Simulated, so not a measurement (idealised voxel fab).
The process module that follows is named voxel self aligned contacts.
cross-section cut | 295 nm wide | cells 5 nm
A cross-section is written here as square cells arranged in a grid, and it is given in bands from the top down, each band taking up one or more rows of cells. Per band: top height and bottom height in nm, followed by the left-to-right materials and their widths in nm; "everywhere" marks a single material spanning edge to edge, "blank" marks empty space. Ref level 0: as-received wafer is one material below here. Bottom band extends down with no lower bound ("0 down"). A width given as "30->40" starts at the first number in the band's top row and ends at the second number in its bottom row, shifting by an equal amount at every step from row to row. You'll sometimes find "remained the same" written for a step, and that's the way of saying that nowhere in the cross-section did a cell change during that step. The entry titled "Non-vented voids" provides the empty spaces that have no open way to the top, restricted to those of 8 cells or more. Each is presented as width x height at distance, the distance being measured from the left edge, with all three in nm. Heads up: the bit after the settings on a step's line is the simulator's remark on that step. The line of a step may include "overlay nm". On a step with a mask, this value is how far to the right of its planned place the mask lay. A negative value means the mask lay to the left.
**This section lists the process steps that were planned**
1: RECEIVE,material Si
2: OXIDIZE,depth nm 5
3: DIRECTIONAL_DEP,material polySi,thk nm 30
4: DIRECTIONAL_DEP,material SiN,thk nm 20
5: PATTERN,tone cover,mask id GATE,material resist,width nm 30,pitch nm 65,thk nm 15,overlay nm 0
6: DIRECTIONAL_ETCH,etch materials SiN,depth nm 20
7: DIRECTIONAL_ETCH,etch materials polySi,depth nm 30
8: STRIP,etch materials resist
9: CONFORMAL_DEP,material SiN,thk nm 5
10: DIRECTIONAL_ETCH,etch materials SiN,depth nm 5
11: FILL_DEP,material SiO2,thk nm 15
12: CMP,height nm 60
13: PATTERN,tone open,mask id CONTACT,material resist,width nm 45,thk nm 20,overlay nm 0
14: DIRECTIONAL_ETCH,etch materials SiO2,depth nm 65
15: STRIP,etch materials resist
16: CONFORMAL_DEP,material TiN,thk nm 5
17: FILL_DEP,material Ru,thk nm 10
18: CMP,height nm 60
19: CONFORMAL_DEP,material SiCN,thk nm 5
**Cross-section of the wafer as it came to us, i.e., already through step 1**
	0 down  Si everywhere
	Non-vented voids: none
**first wafer at the end, as planned**
	65 to 60  SiCN everywhere
	60 to 50  125 of SiO2, 5->15 of TiN, 35->15 of Ru, 5->15 of TiN, 125 of SiO2
	50 to 30  95 of SiO2, 40 of SiN, 5 of TiN, 15 of Ru, 5 of TiN, 40 of SiN, 95 of SiO2
	30 to 0  95 of SiO2, 5 of SiN, 30 of polySi, 5 of SiN, 5 of TiN, 15 of Ru, 5 of TiN, 5 of SiN, 30 of polySi, 5 of SiN, 95 of SiO2
	0 to -5  135 of SiO2, 25 of TiN, 135 of SiO2
	-5 down  Si everywhere
	Non-vented voids: none
**Cross-section of the latter of the two wafers at module completion. It had an identical start and an identical plan to the former; in running it, one mistake was made**
	80 to 75  SiCN everywhere
	75 to 65  Ru everywhere
	65 to 60  130 of TiN, 35 of Ru, 130 of TiN
	60 to 50  125 of SiO2, 5->15 of TiN, 35->15 of Ru, 5->15 of TiN, 125 of SiO2
	50 to 30  95 of SiO2, 40 of SiN, 5 of TiN, 15 of Ru, 5 of TiN, 40 of SiN, 95 of SiO2
	30 to 0  95 of SiO2, 5 of SiN, 30 of polySi, 5 of SiN, 5 of TiN, 15 of Ru, 5 of TiN, 5 of SiN, 30 of polySi, 5 of SiN, 95 of SiO2
	0 to -5  135 of SiO2, 25 of TiN, 135 of SiO2
	-5 down  Si everywhere
	Non-vented voids: none
Here's what went sideways: plan step 18 skipped
Wrapping up, a cell-based count of both wafers puts the second over or under the first for these materials: Ru: 125 more; TiN: 52 more
